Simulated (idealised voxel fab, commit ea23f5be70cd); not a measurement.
The document below concerns the process module designated voxel released beams.
Shown is cross-section cut, with a width of 170 nm and square cells of size 5 nm.
A cross-section is written here as square cells arranged in a grid, and it is given in bands from the top down, each band taking up one or more rows of cells. Each band's line starts with the height of the band's top and of its bottom, in nm. Then come its materials from left to right, each with its width in nm. One material with "everywhere" fills the band from edge to edge. "blank" is empty space. Height reference: 0 = level under which incoming wafer is all one material. Lowest band: no bottom, runs on downward, e.g. "z 0 and below". The notation "30..40" denotes a width that varies across the rows of cells in the band, beginning at the first number in the top row, finishing at the second number in the bottom row, and changing by an identical amount from each row to the next. "nothing different" for a step: no cell of the cross-section changed in that step. Under "Fully sealed cavities" you'll find the enclosed gaps, the ones with no way out to the top, that are 8 cells or bigger; each reads width x height at distance, with distance counted from the left edge, everything in nm. Past the settings on a step's line: simulator remark, on that step. overlay nm: how far to the right of its planned place the mask lay on this masked step (negative: to the left).
Planned process steps
step 1: RECEIVE | material Si
step 2: CONFORMAL_DEP | material Al2O3 | thk nm 5
step 3: DIRECTIONAL_DEP | material SiO2 | thk nm 20
step 4: PATTERN | tone open | mask id ANCHOR | material resist | width nm 40 | thk nm 20 | overlay nm 0
step 5: DIRECTIONAL_ETCH | etch materials SiO2 | depth nm 10
step 6: STRIP | etch materials resist
step 7: CONFORMAL_DEP | material SiN | thk nm 15
step 8: MASKED_ETCH | tone cover | mask id BEAM | width nm 85 | etch materials SiN | depth nm 15 | overlay nm 0
step 9: STRIP | etch materials SiO2
For this document, wafers share an identical start and vary in the step 5 depth nm; the plan quotes the first wafer's value.
Cross-section, first of several wafers, as delivered after step 1
    z 0 and below  Si everywhere
    Fully sealed cavities: none
End of module: cross-section of the first of several wafers after step 9, the last step
    z 5 to 0  Al2O3 everywhere
    z 0 and below  Si everywhere
    Fully sealed cavities: none
Cross-sectional view, end of module, last wafer of several
    z 40 to 25  blank (40), SiN (20), blank (10), SiN (55), blank (45)
    z 25 to 20  blank (45), SiN (15), blank (10), SiN (15), blank (85)
    z 20 to 5  blank (45), SiN (40), blank (85)
    z 5 to 0  Al2O3 everywhere
    z 0 and below  Si everywhere
    Fully sealed cavities: none
Below, a row for every wafer. Read it as the end-of-module picture: for each material the wafer shows its cells gained (+) or lost (-) since it was received, and then its closed voids
depth nm 10 | +34 Al2O3 | Fully sealed cavities: none
depth nm 15 | +34 Al2O3 | Fully sealed cavities: none
depth nm 20 | +34 Al2O3 | +75 SiN | Fully sealed cavities: none
depth nm 25 | +34 Al2O3 | +75 SiN | Fully sealed cavities: none
depth nm 30 | +34 Al2O3 | +75 SiN | Fully sealed cavities: none
depth nm 35 | +34 Al2O3 | +75 SiN | Fully sealed cavities: none
